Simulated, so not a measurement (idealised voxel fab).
The process module presented herein is designated voxel self aligned contacts.
For reference, the cross-section in this document is cut, with width 185 nm and square cells of 5 nm.
Notation: cross-section as square-cell grid; stated in bands, top first, going down; one or more cell rows per band. The band entry comprises the height of the band's top followed by the height of its bottom, expressed in nm, and subsequently the band's materials from left to right, each stated together with its width in nm. Where a single material is marked with the word "everywhere", that material fills the band from edge to edge. The word "air" represents empty space. A quick word on heights: they are counted from 0, and under that level the wafer as it came to us is one material throughout. The lowest band is different from the rest in having no bottom; it simply continues downward, written as in "0 nm and below". The two numbers in a width such as "30->40" mark its ends across the band: the first belongs to the top row of cells, the second to the bottom row, and from each row to the next the width moves by the same amount. For the purposes of this document, the phrase "all unchanged" attached to a step denotes that no cell within the cross-section was modified by that step. "Closed void inventory": sealed empty spaces, 8 cells or more, no open way to top, listed width x height at distance, with distance from the left edge and width, height and distance in nm. Anything after a step's settings on that line? It's the simulator's own note about the step. A step's line can hold "overlay nm"; with a mask on that step, the setting says how far right of the planned place the mask lay, while a negative setting says it lay to the left.
THE PROCESS STEPS THAT WERE PLANNED ARE LISTED BELOW
1) RECEIVE, material Si
2) CONFORMAL_DEP, material SiO2, thk nm 5
3) DIRECTIONAL_DEP, material polySi, thk nm 20
4) DIRECTIONAL_DEP, material SiN, thk nm 15
5) DIRECTIONAL_DEP, material aC, thk nm 10
6) PATTERN, tone cover, mask id GATE, material resist, width nm 30, pitch nm 65, thk nm 30, overlay nm 0
7) DIRECTIONAL_ETCH, etch materials aC, depth nm 10
8) STRIP, etch materials resist
9) DIRECTIONAL_ETCH, etch materials SiN, depth nm 15
10) DIRECTIONAL_ETCH, etch materials polySi, depth nm 20
11) STRIP, etch materials aC
12) CONFORMAL_DEP, material SiN, thk nm 5
13) DIRECTIONAL_ETCH, etch materials SiN, depth nm 5
14) FILL_DEP, material SiO2, thk nm 15
15) CMP, height nm 45
16) DIRECTIONAL_DEP, material aC, thk nm 15
17) PATTERN, tone open, mask id CONTACT, material resist, width nm 45, thk nm 30, overlay nm 0
18) DIRECTIONAL_ETCH, etch materials aC, depth nm 15
19) STRIP, etch materials resist
20) DIRECTIONAL_ETCH, etch materials SiO2, depth nm 45
21) STRIP, etch materials aC
22) CONFORMAL_DEP, material TiN, thk nm 5
23) FILL_DEP, material W, thk nm 10
24) CMP, height nm 45
25) CONFORMAL_DEP, material SiCN, thk nm 5
INCOMING WAFER IN CROSS-SECTION (STATE: AFTER STEP 1)
* 0 nm and below: Si everywhere
* Closed void inventory: none
END-OF-MODULE CROSS-SECTION OF THE FIRST OF TWO WAFERS, PROCESSED AS PLANNED
* 50 nm to 45 nm: SiCN everywhere
* 45 nm to 40 nm: 70 SiO2 | 15 TiN | 15 W | 15 TiN | 70 SiO2
* 40 nm to 25 nm: 40 SiO2 | 40 SiN | 5 TiN | 15 W | 5 TiN | 40 SiN | 40 SiO2
* 25 nm to 5 nm: 40 SiO2 | 5 SiN | 30 polySi | 5 SiN | 5 TiN | 15 W | 5 TiN | 5 SiN | 30 polySi | 5 SiN | 40 SiO2
* 5 nm to 0 nm: 80 SiO2 | 25 TiN | 80 SiO2
* 0 nm and below: Si everywhere
* Closed void inventory: none
THIS IS THE SECOND OF THE TWO WAFERS, CROSS-SECTIONED AT THE END OF THE MODULE; IT STARTED EXACTLY LIKE THE FIRST AND WAS GIVEN THE SAME PLAN, BUT IT WAS RUN WITH ONE MISTAKE
* 50 nm to 45 nm: SiCN everywhere
* 45 nm to 40 nm: 70 SiO2 | 15 TiN | 20 W | 10 TiN | 70 SiO2
* 40 nm to 25 nm: 45 SiO2 | 35 SiN | 5 TiN | 20 W | 5 TiN | 35 SiN | 40 SiO2
* 25 nm to 5 nm: 45 SiO2 | 5 SiN | 25 polySi | 5 SiN | 5 TiN | 20 W | 5 TiN | 5 SiN | 25 polySi | 5 SiN | 40 SiO2
* 5 nm to 0 nm: 80 SiO2 | 30 TiN | 75 SiO2
* 0 nm and below: Si everywhere
* Closed void inventory: none
Error vs. plan: step 6 was not run as planned; what actually ran was PATTERN, tone cover, mask id GATE, material resist, width nm 25, pitch nm 65, thk nm 30, overlay nm 0
End check, counted in cells, second wafer has more or fewer of these materials than the first: -6 SiN; +6 SiO2; +8 W; -8 polySi
